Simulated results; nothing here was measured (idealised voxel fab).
process module | voxel ribs on slabs
cross-section cut | 190 nm wide | cells 5 nm
A cross-section is a grid of square cells, given in bands from the top down. A band is one or more rows of cells.
Each band's line starts with the height of the band's top and of its bottom, in nm. Then come its materials from left to right, each with its width in nm. One material with "throughout" fills the band from edge to edge. "air" is empty space.
Height 0 is the level under which the wafer as received is all one material. The lowest band goes on downwards, as in "0 down".
A width such as "30 to 40" changes by the same amount from each row of cells to the next, from the band's top row to its bottom row.
"no change" after a step means that no cell of the cross-section changed.
closed voids: empty space of 8 cells or more with no open way to the top, each as width x height at its distance from the left edge, in nm
after a step's settings: what the simulator itself notes on the step
overlay nm, on a step with a mask: how far to the right of its planned place the mask lay; to the left if negative
plan
1 op RECEIVE | material Si
2 op DIRECTIONAL_DEP | material SiO2 | thk nm 30
3 op DIRECTIONAL_DEP | material polySi | thk nm 20
4 op DIRECTIONAL_DEP | material aC | thk nm 10
5 op PATTERN | tone cover | mask id RIB | material resist | width nm 30 | thk nm 30 | overlay nm 0
6 op DIRECTIONAL_ETCH | etch materials aC | depth nm 10
7 op STRIP | etch materials resist
8 op DIRECTIONAL_ETCH | etch materials polySi | depth nm 5
9 op STRIP | etch materials aC
10 op DIRECTIONAL_DEP | material aC | thk nm 10
11 op PATTERN | tone cover | mask id SLAB | material resist | width nm 80 | thk nm 25 | overlay nm 0
12 op DIRECTIONAL_ETCH | etch materials aC | depth nm 10
13 op STRIP | etch materials resist
14 op DIRECTIONAL_ETCH | etch materials polySi | depth nm 15
15 op STRIP | etch materials aC
16 op FILL_DEP | material SiO2 | thk nm 30
17 op CMP | height nm 70
18 op DIRECTIONAL_DEP | material TiN | thk nm 5
19 op PATTERN | tone cover | mask id HEATER | material resist | width nm 40 | thk nm 20 | overlay nm 0
20 op DIRECTIONAL_ETCH | etch materials TiN | depth nm 5
21 op STRIP | etch materials resist
22 op CONFORMAL_DEP | material SiO2 | thk nm 10
as received, after step 1
  0 down: Si throughout
  closed voids: none
first wafer at the end, as planned
  85 to 80: air 65 | SiO2 60 | air 65
  80 to 75: SiO2 throughout
  75 to 70: SiO2 75 | TiN 40 | SiO2 75
  70 to 50: SiO2 throughout
  50 to 45: SiO2 80 | polySi 30 | SiO2 80
  45 to 30: SiO2 55 | polySi 80 | SiO2 55
  30 to 0: SiO2 throughout
  0 down: Si throughout
  closed voids: none
second wafer at the end: like start, like plan, one mistake
  85 to 80: air 65 | SiO2 65 | air 60
  80 to 75: SiO2 throughout
  75 to 70: SiO2 75 | TiN 45 | SiO2 70
  70 to 50: SiO2 throughout
  50 to 45: SiO2 80 | polySi 30 | SiO2 80
  45 to 30: SiO2 55 | polySi 80 | SiO2 55
  30 to 0: SiO2 throughout
  0 down: Si throughout
  closed voids: none
what went wrong: step 19 ran as: op PATTERN | tone cover | mask id HEATER | material resist | width nm 45 | thk nm 20 | overlay nm 0
at the end the second wafer has, in cells: 1 more of TiN
